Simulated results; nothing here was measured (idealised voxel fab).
Process module under the name voxel capacitor over wiring
Cross-section cut: width 230 nm, square cells of 5 nm.
Cross-section format: a grid of square cells, given as bands from top to bottom; each band is one or more rows of cells. Top, bottom (nm), then materials left to right with widths (nm); lone material tagged "throughout" fills the whole band edge to edge; "blank" = empty space. Ref level 0: as-received wafer is one material below here. Bottom band extends down with no lower bound ("0..down"). Width "30->40": first value at the band's top row of cells, second value at its bottom row, equal change from row to row. Basically "nothing got changed" means that step didn't change any cell in the cross-section. "Sealed-off cavities" lists enclosed empty spaces (at least 8 cells, no open path upward to the top), each as width x height at distance from the left edge, in nm. Whatever follows a step's settings on its line is a remark the simulator itself makes about that step. A step line may carry the setting "overlay nm", which, for steps involving a mask, states the distance by which the mask lay to the right of its intended position; negative values denote displacement to the left.

## These are the steps we planned for the process
1. RECEIVE, material Si
2. CONFORMAL_DEP, material SiO2, thk nm 10
3. CONFORMAL_DEP, material SiN, thk nm 5
4. DIRECTIONAL_DEP, material SiO2, thk nm 25
5. DIRECTIONAL_DEP, material aC, thk nm 10
6. PATTERN, tone open, mask id METAL_1, material resist, width nm 20, pitch nm 90, thk nm 30, overlay nm 0
7. DIRECTIONAL_ETCH, etch materials aC, depth nm 10
8. STRIP, etch materials resist
9. DIRECTIONAL_ETCH, etch materials SiO2, depth nm 25
10. DIRECTIONAL_ETCH, etch materials SiN, depth nm 5
11. STRIP, etch materials aC
12. CONFORMAL_DEP, material TiN, thk nm 5
13. FILL_DEP, material Cu, thk nm 5
14. CMP, height nm 40
15. CONFORMAL_DEP, material SiCN, thk nm 5
16. DIRECTIONAL_DEP, material lowk, thk nm 20
17. DIRECTIONAL_DEP, material aC, thk nm 10
18. PATTERN, tone open, mask id PLUG_1, material resist, width nm 15, thk nm 25, overlay nm 0
19. DIRECTIONAL_ETCH, etch materials aC, depth nm 10
20. STRIP, etch materials resist
21. DIRECTIONAL_ETCH, etch materials lowk, depth nm 20
22. DIRECTIONAL_ETCH, etch materials SiCN, depth nm 5
23. STRIP, etch materials aC
24. CONFORMAL_DEP, material TiN, thk nm 5
25. FILL_DEP, material W, thk nm 10
26. CMP, height nm 65
27. DIRECTIONAL_DEP, material TiN, thk nm 10
28. DIRECTIONAL_DEP, material HfO2, thk nm 5
29. DIRECTIONAL_DEP, material TiN, thk nm 5
30. DIRECTIONAL_DEP, material aC, thk nm 15
31. PATTERN, tone cover, mask id UPPER_PLATE, material resist, width nm 75, thk nm 35, overlay nm 0
32. DIRECTIONAL_ETCH, etch materials aC, depth nm 15
33. STRIP, etch materials resist
34. DIRECTIONAL_ETCH, etch materials TiN, depth nm 5
35. DIRECTIONAL_ETCH, etch materials HfO2, depth nm 5
36. STRIP, etch materials aC
37. PATTERN, tone cover, mask id LOWER_PLATE, material resist, width nm 85, thk nm 20, overlay nm 0
38. DIRECTIONAL_ETCH, etch materials TiN, depth nm 10
39. STRIP, etch materials resist
40. FILL_DEP, material SiO2, thk nm 15
41. CMP, height nm 95
42. MASKED_ETCH, tone open, mask id PLUG_2, width nm 15, etch materials SiO2, depth nm 10, overlay nm 0
43. CONFORMAL_DEP, material TiN, thk nm 5
44. FILL_DEP, material W, thk nm 10
45. CMP, height nm 95
46. CONFORMAL_DEP, material SiN, thk nm 5

## The cross-section here shows the wafer as received, i.e. in its state after step 1
- 0..down = Si throughout
- Sealed-off cavities: none

## Final wafer profile in cross-section after the module, from the same start and plan as above, with one mistake made during processing
- 100..95 = SiN throughout
- 95..90 = 75 nm SiO2 | 5 nm TiN | 5 nm W | 5 nm TiN | 140 nm SiO2
- 90..80 = 75->65 nm SiO2 | 15->75 nm TiN | 140->90 nm SiO2
- 80..75 = 65 nm SiO2 | 75 nm HfO2 | 90 nm SiO2
- 75..65 = 60 nm SiO2 | 85 nm TiN | 85 nm SiO2
- 65..45 = 65 nm lowk | 5 nm TiN | 5 nm W | 5 nm TiN | 150 nm lowk
- 45..40 = 65 nm SiCN | 15 nm TiN | 150 nm SiCN
- 40..35 = 65 nm TiN | 10 nm Cu | 80 nm TiN | 10 nm Cu | 65 nm TiN
- 35..15 = 60 nm SiO2 | 5 nm TiN | 10 nm Cu | 5 nm TiN | 70 nm SiO2 | 5 nm TiN | 10 nm Cu | 5 nm TiN | 60 nm SiO2
- 15..10 = 60 nm SiO2 | 20 nm TiN | 70 nm SiO2 | 20 nm TiN | 60 nm SiO2
- 10..0 = SiO2 throughout
- 0..down = Si throughout
- Sealed-off cavities: none
what went wrong: step 3 was left out
